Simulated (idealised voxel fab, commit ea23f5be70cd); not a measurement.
The following is a process module called voxel capacitor over wiring.
Cross-section cut: width 265 nm, square cells of 5 nm.
A cross-section is written here as square cells arranged in a grid, and it is given in bands from the top down, each band taking up one or more rows of cells.
Quick guide to a band line: top height, bottom height (nm) up front; then every material left to right with its width in nm. Only one material and it's marked "everywhere"? Then it fills the band edge to edge. And "air" just means empty space.
Below 0: as-received wafer, all one material; heights counted from there. Lowest band: no bottom, goes on down, written "from 0 down".
Graded width ("30->40"): value in top row of band = first number; value in bottom row = second number; row-to-row change constant.
The designation "no change occurred", where it is given for a processing step, indicates that no cell of the cross-section was altered in the course of that step.
"Fully sealed cavities": sealed empty spaces, 8 cells or more, no open way to top, listed width x height at distance, with distance from the left edge and width, height and distance in nm.
Step line, after settings: the simulator's comment on this step.
Among the settings permitted on a step's line is "overlay nm"; applied to a step with a mask, it specifies the extent to which the mask lay to the right of its planned position, whereas a negative figure signifies a position to the left.
**Steps in the process plan**
1. RECEIVE [material Si]
2. CONFORMAL_DEP [material SiO2] [thk nm 15]
3. CONFORMAL_DEP [material SiCN] [thk nm 5]
4. DIRECTIONAL_DEP [material SiO2] [thk nm 15]
5. MASKED_ETCH [tone open] [mask id METAL_1] [width nm 25] [pitch nm 85] [etch materials SiO2] [depth nm 15] [overlay nm 0]
6. MASKED_ETCH [tone open] [mask id METAL_1] [width nm 25] [pitch nm 85] [etch materials SiCN] [depth nm 5] [overlay nm 0]
7. CONFORMAL_DEP [material TiN] [thk nm 5]
8. FILL_DEP [material Ru] [thk nm 10]
9. CMP [height nm 35]
10. EPI [material Ru] [thk nm 5]
11. FILL_DEP [material SiCN] [thk nm 5]
12. DIRECTIONAL_DEP [material SiO2] [thk nm 10]
13. PATTERN [tone open] [mask id PLUG_1] [material resist] [width nm 15] [thk nm 20] [overlay nm 0]
14. DIRECTIONAL_ETCH [etch materials SiO2] [depth nm 10]
15. DIRECTIONAL_ETCH [etch materials SiCN] [depth nm 5]
16. STRIP [etch materials resist]
17. CONFORMAL_DEP [material TiN] [thk nm 5]
18. FILL_DEP [material Ru] [thk nm 5]
19. CMP [height nm 55]
20. DIRECTIONAL_DEP [material TiN] [thk nm 10]
21. DIRECTIONAL_DEP [material SiN] [thk nm 5]
22. DIRECTIONAL_DEP [material TiN] [thk nm 10]
23. DIRECTIONAL_DEP [material aC] [thk nm 15]
24. PATTERN [tone cover] [mask id UPPER_PLATE] [material resist] [width nm 65] [thk nm 30] [overlay nm 0]
25. DIRECTIONAL_ETCH [etch materials aC] [depth nm 15]
26. STRIP [etch materials resist]
27. DIRECTIONAL_ETCH [etch materials TiN] [depth nm 10]
28. DIRECTIONAL_ETCH [etch materials SiN] [depth nm 5]
29. STRIP [etch materials aC]
30. DIRECTIONAL_DEP [material aC] [thk nm 10]
31. PATTERN [tone cover] [mask id LOWER_PLATE] [material resist] [width nm 75] [thk nm 30] [overlay nm 0]
32. DIRECTIONAL_ETCH [etch materials aC] [depth nm 10]
33. STRIP [etch materials resist]
34. DIRECTIONAL_ETCH [etch materials TiN] [depth nm 10]
35. STRIP [etch materials aC]
36. FILL_DEP [material SiO2] [thk nm 15]
37. CMP [height nm 90]
38. MASKED_ETCH [tone open] [mask id PLUG_2] [width nm 15] [etch materials SiO2] [depth nm 10] [overlay nm 0]
39. CONFORMAL_DEP [material TiN] [thk nm 5]
40. FILL_DEP [material Ru] [thk nm 10]
41. CMP [height nm 90]
42. CONFORMAL_DEP [material SiCN] [thk nm 5]
**Wafer at receipt (post step 1), cross-section**
    from 0 down: Si everywhere
    Fully sealed cavities: none
**End-of-module cross-section of the first of two wafers, processed as planned**
    from 95 to 90: SiCN everywhere
    from 90 to 85: SiO2 95; TiN 5; Ru 5; TiN 5; SiO2 155
    from 85 to 80: SiO2 95; TiN 15; SiO2 155
    from 80 to 70: SiO2 85; TiN 65; SiO2 115
    from 70 to 65: SiO2 85; SiN 65; SiO2 115
    from 65 to 55: SiO2 80; TiN 75; SiO2 110
    from 55 to 45: SiO2 85; TiN 5; Ru 5; TiN 5; SiO2 165
    from 45 to 40: SiCN 85; TiN 15; SiCN 165
    from 40 to 35: SiCN 70; Ru 35; SiCN 50; Ru 35; SiCN 75
    from 35 to 20: SiO2 75; TiN 5; Ru 15; TiN 5; SiO2 60; TiN 5; Ru 15; TiN 5; SiO2 80
    from 20 to 15: SiCN 75; TiN 25; SiCN 60; TiN 25; SiCN 80
    from 15 to 0: SiO2 everywhere
    from 0 down: Si everywhere
    Fully sealed cavities: none
**So this is wafer number two of the two, cut at the end of the module - it started where the first did and had the same plan, we just got one thing wrong running it**
    from 110 to 105: SiCN everywhere
    from 105 to 95: Ru everywhere
    from 95 to 90: TiN 100; Ru 5; TiN 160
    from 90 to 85: SiO2 95; TiN 5; Ru 5; TiN 5; SiO2 155
    from 85 to 80: SiO2 95; TiN 15; SiO2 155
    from 80 to 70: SiO2 85; TiN 65; SiO2 115
    from 70 to 65: SiO2 85; SiN 65; SiO2 115
    from 65 to 55: SiO2 80; TiN 75; SiO2 110
    from 55 to 45: SiO2 85; TiN 5; Ru 5; TiN 5; SiO2 165
    from 45 to 40: SiCN 85; TiN 15; SiCN 165
    from 40 to 35: SiCN 70; Ru 35; SiCN 50; Ru 35; SiCN 75
    from 35 to 20: SiO2 75; TiN 5; Ru 15; TiN 5; SiO2 60; TiN 5; Ru 15; TiN 5; SiO2 80
    from 20 to 15: SiCN 75; TiN 25; SiCN 60; TiN 25; SiCN 80
    from 15 to 0: SiO2 everywhere
    from 0 down: Si everywhere
    Fully sealed cavities: none
Run error: step 41 was left out
Count the cells at the end and the second wafer has more or fewer of some materials than the first: Ru +107 | TiN +52
